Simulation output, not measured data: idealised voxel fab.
Documented hereafter: the process module known as voxel wiring stack.
190 nm wide, 5 nm square cells: that's cross-section cut.
Just so we're on the same page, the cross-sections are grids of square cells, and they're listed out in bands top to bottom, each band one or more rows deep.
Within each band entry, the heights of the top and of the bottom of the band appear first, in that order and in nm; the materials of the band then follow from left to right, each with its corresponding width in nm. The designation "full width" on a single material indicates that it fills the band from edge to edge; the designation "empty" indicates empty space.
Ref level 0: as-received wafer is one material below here. Bottom band extends down with no lower bound ("0 down").
The width entry "30..40" should be interpreted row by row: the top row of cells in the band takes the first number, the bottom row takes the second number, and the change between adjacent rows is uniform throughout.
No cell of the cross-section changed in a step that is given as "remained the same".
The label "Listed closed voids" introduces a list of the empty spaces, 8 cells or larger, that have no open way up to the top; each entry in it reads width x height at distance, where the distance is taken from the left edge and all three are stated in nm.
On each step's line, the part that comes after the settings is the simulator's own comment on the step.
Each step line may optionally specify "overlay nm", which for a step with a mask gives the rightward distance between the mask's planned place and where it lay, a negative value indicating the leftward direction.
[Intended process steps]
1,RECEIVE: material Si
2,CONFORMAL_DEP: material SiO2, thk nm 15
3,CONFORMAL_DEP: material SiN, thk nm 5
4,DIRECTIONAL_DEP: material lowk, thk nm 20
5,PATTERN: tone open, mask id METAL_1, material resist, width nm 25, pitch nm 45, thk nm 15, overlay nm 0
6,DIRECTIONAL_ETCH: etch materials lowk, depth nm 20
7,DIRECTIONAL_ETCH: etch materials SiN, depth nm 5
8,STRIP: etch materials resist
9,CONFORMAL_DEP: material TiN, thk nm 5
10,FILL_DEP: material Cu, thk nm 10
11,CMP: height nm 40
12,CONFORMAL_DEP: material SiCN, thk nm 5
13,DIRECTIONAL_DEP: material lowk, thk nm 10
14,PATTERN: tone open, mask id PLUG_1, material resist, width nm 15, pitch nm 90, thk nm 20, overlay nm 0
15,DIRECTIONAL_ETCH: etch materials lowk, depth nm 10
16,DIRECTIONAL_ETCH: etch materials SiCN, depth nm 5
17,STRIP: etch materials resist
18,CONFORMAL_DEP: material TiN, thk nm 5
19,FILL_DEP: material W, thk nm 5
20,CMP: height nm 55
21,CONFORMAL_DEP: material SiN, thk nm 5
22,DIRECTIONAL_DEP: material lowk, thk nm 20
23,MASKED_ETCH: tone open, mask id METAL_2, width nm 25, pitch nm 45, etch materials lowk, depth nm 20, overlay nm 0
24,MASKED_ETCH: tone open, mask id METAL_2, width nm 25, pitch nm 45, etch materials SiN, depth nm 5, overlay nm 0
25,CONFORMAL_DEP: material TiN, thk nm 5
26,FILL_DEP: material Cu, thk nm 10
27,CMP: height nm 80
28,EPI: material Ru, thk nm 5
29,FILL_DEP: material SiCN, thk nm 5
[as received, after step 1]
  0 down | Si full width
  Listed closed voids: none
[Wafer at module end, in section. Began as above, planned as above, run with one mistake]
  90 to 85 | SiCN full width
  85 to 80 | SiCN: 10 / Ru: 35 / SiCN: 10 / Ru: 35 / SiCN: 10 / Ru: 35 / SiCN: 10 / Ru: 35 / SiCN: 10
  80 to 65 | lowk: 15 / TiN: 5 / Cu: 15 / TiN: 5 / lowk: 20 / TiN: 5 / Cu: 15 / TiN: 5 / lowk: 20 / TiN: 5 / Cu: 15 / TiN: 5 / lowk: 20 / TiN: 5 / Cu: 15 / TiN: 5 / lowk: 15
  65 to 60 | lowk: 15 / TiN: 10 / Cu: 5 / TiN: 10 / lowk: 20 / TiN: 10 / Cu: 5 / TiN: 10 / lowk: 20 / TiN: 10 / Cu: 5 / TiN: 10 / lowk: 20 / TiN: 10 / Cu: 5 / TiN: 10 / lowk: 15
  60 to 55 | SiN: 20 / TiN: 15 / SiN: 30 / TiN: 15 / SiN: 30 / TiN: 15 / SiN: 30 / TiN: 15 / SiN: 20
  55 to 45 | lowk: 15 / TiN: 5 / W: 5 / TiN: 5 / lowk: 75 / TiN: 5 / W: 5 / TiN: 5 / lowk: 70
  45 to 40 | SiCN: 15 / TiN: 15 / SiCN: 75 / TiN: 15 / SiCN: 70
  40 to 20 | lowk: 15 / TiN: 5 / Cu: 15 / TiN: 5 / lowk: 20 / TiN: 5 / Cu: 15 / TiN: 5 / lowk: 20 / TiN: 5 / Cu: 15 / TiN: 5 / lowk: 20 / TiN: 5 / Cu: 15 / TiN: 5 / lowk: 15
  20 to 15 | SiN: 15 / TiN: 25 / SiN: 20 / TiN: 25 / SiN: 20 / TiN: 25 / SiN: 20 / TiN: 25 / SiN: 15
  15 to 0 | SiO2 full width
  0 down | Si full width
  Listed closed voids: none
Where did the run depart from the plan? rather than as planned, step 24 actually ran as MASKED_ETCH: tone open, mask id METAL_2, width nm 15, pitch nm 45, etch materials SiN, depth nm 5, overlay nm 0
